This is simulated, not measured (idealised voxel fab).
process module | voxel tone inversion
The width of the displayed cross-section, cut, is 205 nm; its cells are square, with a size of 5 nm.
If you're reading a cross-section in this doc, picture square cells in a grid; it comes to you as bands, top ones listed first down to the bottom, and a band can be one or more rows of cells. Within each band entry, the heights of the top and of the bottom of the band appear first, in that order and in nm; the materials of the band then follow from left to right, each with its corresponding width in nm. The designation "throughout" on a single material indicates that it fills the band from edge to edge; the designation "blank" indicates empty space. A quick word on heights: they are counted from 0, and under that level the wafer as it came to us is one material throughout. The lowest band is different from the rest in having no bottom; it simply continues downward, written as in "0..down". Think of "30..40" as a width that walks from the first number to the second as you go down the band, top row to bottom row, taking equal-sized steps from row to row. No cell of the cross-section changed in a step that is given as "identical to before". Voids not open to the top, 8 cells minimum: see "Closed empty spaces". Written width x height at distance; distance is from the left edge; nm. Post-settings text on a step line: simulator's own remark regarding the step. Each step line may optionally specify "overlay nm", which for a step with a mask gives the rightward distance between the mask's planned place and where it lay, a negative value indicating the leftward direction.
Steps in the process plan
1: RECEIVE [material Si]
2: CONFORMAL_DEP [material SiCN] [thk nm 5]
3: DIRECTIONAL_DEP [material aC] [thk nm 25]
4: PATTERN [tone cover] [mask id POSTS] [material resist] [width nm 25] [pitch nm 40] [thk nm 35] [overlay nm 0]
5: DIRECTIONAL_ETCH [etch materials aC] [depth nm 25]
6: STRIP [etch materials resist]
7: FILL_DEP [material lowk] [thk nm 10]
8: CMP [height nm 30]
9: STRIP [etch materials aC]
10: CONFORMAL_DEP [material TiN] [thk nm 5]
11: FILL_DEP [material Cu] [thk nm 5]
12: CMP [height nm 30]
13: CONFORMAL_DEP [material SiN] [thk nm 5]
So this is the incoming wafer in cross-section - it's already been through step 1
* 0..down = Si throughout
* Closed empty spaces: none
Run as planned - first of the two wafers cross-sectioned at the end of the module
* 35..30 = SiN throughout
* 30..10 = lowk 30 / TiN 5 / Cu 15 / TiN 5 / lowk 15 / TiN 5 / Cu 15 / TiN 5 / lowk 15 / TiN 5 / Cu 15 / TiN 5 / lowk 15 / TiN 5 / Cu 15 / TiN 5 / lowk 30
* 10..5 = lowk 30 / TiN 25 / lowk 15 / TiN 25 / lowk 15 / TiN 25 / lowk 15 / TiN 25 / lowk 30
* 5..0 = SiCN throughout
* 0..down = Si throughout
* Closed empty spaces: none
Module end: cross-section of wafer two of two. Same start and process plan as the first wafer. One mistake during execution
* 35..30 = SiN throughout
* 30..10 = Cu 25 / TiN 5 / lowk 25 / TiN 5 / Cu 5 / TiN 5 / lowk 25 / TiN 5 / Cu 5 / TiN 5 / lowk 25 / TiN 5 / Cu 5 / TiN 5 / lowk 25 / TiN 5 / Cu 25
* 10..5 = TiN 30 / lowk 25 / TiN 15 / lowk 25 / TiN 15 / lowk 25 / TiN 15 / lowk 25 / TiN 30
* 5..0 = SiCN throughout
* 0..down = Si throughout
* Closed empty spaces: none
The mistake made against the process plan was this: step 4 went in with a setting other than planned; the actual run was PATTERN [tone open] [mask id POSTS] [material resist] [width nm 25] [pitch nm 40] [thk nm 35] [overlay nm 0]
at the end the second wafer has, in cells: Cu +4 | TiN +1 | lowk -5
